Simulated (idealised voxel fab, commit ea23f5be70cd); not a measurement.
Documented hereafter: the process module known as voxel self aligned contacts.
The cross-section shown here is cut; it is 220 nm wide and divided into square cells measuring 5 nm on a side.
Each cross-section below is a grid of square cells, stated as bands in top-down order, with one or more rows of cells making up each band. In this notation a band is specified by the heights of its top and bottom, in that order and in nm, after which its materials appear from left to right, each paired with its width in nm. The word "all across" attached to a single material means that material fills the band from edge to edge; the word "air" stands for empty space. Basically, 0 is our baseline, since under it the wafer straight out of the box is all one material. The bottom band has no lower end and keeps on going down, so it looks like "0 down". Width: "30 to 40" (first number = top row, second number = bottom row, same change from row to row of cells). "left unchanged" means the step left every cell of the cross-section as it was. "Listed closed voids": sealed empty spaces, 8 cells or more, no open way to top, listed width x height at distance, with distance from the left edge and width, height and distance in nm. Text after the settings on a step's line: the simulator's own remark on that step. overlay nm: right-of-plan distance of the mask on a masked step; negative values mean left-of-plan.

Steps in the process plan:
1 RECEIVE [material Si]
2 CONFORMAL_DEP [material SiO2] [thk nm 5]
3 DIRECTIONAL_DEP [material polySi] [thk nm 25]
4 DIRECTIONAL_DEP [material SiN] [thk nm 25]
5 DIRECTIONAL_DEP [material aC] [thk nm 15]
6 PATTERN [tone cover] [mask id GATE] [material resist] [width nm 25] [pitch nm 70] [thk nm 30] [overlay nm -15]
7 DIRECTIONAL_ETCH [etch materials aC] [depth nm 15]
8 STRIP [etch materials resist]
9 DIRECTIONAL_ETCH [etch materials SiN] [depth nm 25]
10 DIRECTIONAL_ETCH [etch materials polySi] [depth nm 25]
11 STRIP [etch materials aC]
12 CONFORMAL_DEP [material SiN] [thk nm 10]
13 DIRECTIONAL_ETCH [etch materials SiN] [depth nm 10]
14 FILL_DEP [material SiO2] [thk nm 20]
15 CMP [height nm 65]
16 PATTERN [tone open] [mask id CONTACT] [material resist] [width nm 55] [thk nm 20] [overlay nm 0]
17 DIRECTIONAL_ETCH [etch materials SiO2] [depth nm 65]
18 STRIP [etch materials resist]
19 CONFORMAL_DEP [material TiN] [thk nm 5]
20 FILL_DEP [material W] [thk nm 10]
21 CMP [height nm 65]
22 CONFORMAL_DEP [material SiN] [thk nm 5]
varied across the wafers: overlay nm of step 6. The plan shows the first wafer's value. All wafers start alike

Cross-section, first of several wafers, as delivered after step 1:
- 0 down = Si all across
- Listed closed voids: none

End of module, by wafer: material-by-material cell gain (+) or loss (-) since receipt, then closed voids:
overlay nm -15 | +174 SiN | +315 SiO2 | +35 TiN | +42 W | +50 polySi | Listed closed voids: none
overlay nm -10 | +174 SiN | +315 SiO2 | +35 TiN | +42 W | +50 polySi | Listed closed voids: none
overlay nm -5 | +174 SiN | +315 SiO2 | +35 TiN | +42 W | +50 polySi | Listed closed voids: none
overlay nm 0 | +174 SiN | +315 SiO2 | +35 TiN | +42 W | +50 polySi | Listed closed voids: none
overlay nm 5 | +174 SiN | +315 SiO2 | +35 TiN | +42 W | +50 polySi | Listed closed voids: none
overlay nm 10 | +174 SiN | +315 SiO2 | +35 TiN | +42 W | +50 polySi | Listed closed voids: none
overlay nm 15 | +174 SiN | +315 SiO2 | +35 TiN | +42 W | +50 polySi | Listed closed voids: none
